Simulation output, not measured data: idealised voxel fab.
voxel fin reveal: a process module
The cross-section shown here is cut; it is 220 nm wide and divided into square cells measuring 5 nm on a side.
Think of the cross-section as a grid of square cells. We describe it in bands, top to bottom, and each band covers one or more rows of those cells. What a band's entry tells you: where the top is and where the bottom is, as heights in nm, and after that what lies inside, material by material from left to right, each with its width in nm. Empty space is written as the word "empty", and a single material marked with the word "full width" occupies the band from edge to edge. The reference from which all heights are counted is 0, the level beneath which the as-received wafer is entirely one material; the lowest band, having no lower bound, proceeds downward and is written after the example "0 nm and below". A width given as "30->40" starts at the first number in the band's top row and ends at the second number in its bottom row, shifting by an equal amount at every step from row to row. Reading "nothing got changed" for a step: not a cell of the cross-section changed in it. "Voids, sealed" specifies each empty space that is not open to the top and that occupies no fewer than 8 cells, using the form width x height at distance, the distance measured from the left edge and all three quantities in nm. Read whatever lies past the settings on a step's line as the simulator's own remark about the step. overlay nm: where the mask lay relative to plan, measured to the right, on steps with a mask; negatives go left.
LIST OF PLANNED PROCESS STEPS
1,RECEIVE: material Si
2,CONFORMAL_DEP: material SiN, thk nm 10
3,MASKED_ETCH: tone cover, mask id FINS, width nm 15, pitch nm 45, etch materials SiN, depth nm 10, overlay nm 0
4,MASKED_ETCH: tone cover, mask id FINS, width nm 15, pitch nm 45, etch materials Si, depth nm 35, overlay nm 0
5,OXIDIZE: depth nm 5
6,FILL_DEP: material SiO2, thk nm 10
7,CMP: height nm 10
8,SELECTIVE_ETCH: etch materials SiO2, depth nm 25
9,STRIP: etch materials SiN
Be aware that, although all wafers share a common starting state, the depth nm at step 8 differs among them, and the plan displays the first wafer's value.
THE FIRST OF SEVERAL WAFERS IN CROSS-SECTION, EXACTLY AS IT REACHED US AFTER STEP 1
- 0 nm and below = Si full width
- Voids, sealed: none
MODULE END STATE AFTER FINAL STEP 9: CROSS-SECTION OF THE FIRST OF SEVERAL WAFERS
- 0 nm to -15 nm = empty: 85, Si: 5, empty: 40, Si: 5, empty: 85
- -15 nm to -40 nm = SiO2: 85, Si: 5, SiO2: 40, Si: 5, SiO2: 85
- -40 nm and below = Si full width
- Voids, sealed: none
CROSS-SECTIONAL DEPICTION OF THE LAST OF SEVERAL WAFERS UPON COMPLETION OF THE MODULE
- 0 nm to -40 nm = empty: 85, Si: 5, empty: 40, Si: 5, empty: 85
- -40 nm and below = Si full width
- Voids, sealed: none
EVERY ROW IN THIS TABLE IS A WAFER AT THE END OF THE MODULE, AND IT GIVES, FOR EACH OF THE MATERIALS, THE CELLS THAT WAFER HAS GAINED (+) OR LOST (-) SINCE IT WAS RECEIVED, THEN ITS CLOSED VOIDS
depth nm 25, -336 Si, +210 SiO2, Voids, sealed: none
depth nm 30, -336 Si, +168 SiO2, Voids, sealed: none
depth nm 35, -336 Si, +126 SiO2, Voids, sealed: none
depth nm 40, -336 Si, +84 SiO2, Voids, sealed: none
depth nm 45, -336 Si, +42 SiO2, Voids, sealed: none
depth nm 50, -336 Si, Voids, sealed: none
